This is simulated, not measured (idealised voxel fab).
process module | voxel ribs on slabs
cross-section cut | 150 nm wide | cells 5 nm
A cross-section is a grid of square cells, given in bands from the top down. A band is one or more rows of cells.
Each band's line starts with the height of the band's top and of its bottom, in nm. Then come its materials from left to right, each with its width in nm. One material with "throughout" fills the band from edge to edge. "air" is empty space.
Height 0 is the level under which the wafer as received is all one material. The lowest band goes on downwards, as in "0 down".
A width such as "30 to 40" changes by the same amount from each row of cells to the next, from the band's top row to its bottom row.
"no change" after a step means that no cell of the cross-section changed.
closed voids: empty space of 8 cells or more with no open way to the top, each as width x height at its distance from the left edge, in nm
after a step's settings: what the simulator itself notes on the step
overlay nm, on a step with a mask: how far to the right of its planned place the mask lay; to the left if negative
plan
1 op RECEIVE | material Si
2 op DIRECTIONAL_DEP | material SiO2 | thk nm 30
3 op DIRECTIONAL_DEP | material polySi | thk nm 20
4 op DIRECTIONAL_DEP | material aC | thk nm 15
5 op PATTERN | tone cover | mask id RIB | material resist | width nm 20 | thk nm 30 | overlay nm 0
6 op DIRECTIONAL_ETCH | etch materials aC | depth nm 15
7 op STRIP | etch materials resist
8 op DIRECTIONAL_ETCH | etch materials polySi | depth nm 15
9 op STRIP | etch materials aC
10 op PATTERN | tone cover | mask id SLAB | material resist | width nm 60 | thk nm 15 | overlay nm 0
11 op DIRECTIONAL_ETCH | etch materials polySi | depth nm 5
12 op STRIP | etch materials resist
13 op FILL_DEP | material SiO2 | thk nm 25
14 op CMP | height nm 65
15 op DIRECTIONAL_DEP | material W | thk nm 5
16 op PATTERN | tone cover | mask id HEATER | material resist | width nm 30 | thk nm 15 | overlay nm 0
17 op DIRECTIONAL_ETCH | etch materials W | depth nm 5
18 op STRIP | etch materials resist
19 op CONFORMAL_DEP | material SiO2 | thk nm 5
as received, after step 1
  0 down: Si throughout
  closed voids: none
first wafer at the end, as planned
  75 to 70: air 55 | SiO2 40 | air 55
  70 to 65: SiO2 60 | W 30 | SiO2 60
  65 to 50: SiO2 throughout
  50 to 35: SiO2 65 | polySi 20 | SiO2 65
  35 to 30: SiO2 45 | polySi 60 | SiO2 45
  30 to 0: SiO2 throughout
  0 down: Si throughout
  closed voids: none
second wafer at the end: like start, like plan, one mistake
  75 to 70: air 55 | SiO2 40 | air 55
  70 to 65: SiO2 60 | W 30 | SiO2 60
  65 to 40: SiO2 throughout
  40 to 30: SiO2 65 | polySi 20 | SiO2 65
  30 to 0: SiO2 throughout
  0 down: Si throughout
  closed voids: none
what went wrong: step 3 ran as: op DIRECTIONAL_DEP | material polySi | thk nm 10
at the end the second wafer has, in cells: 16 more of SiO2 | 16 fewer of polySi
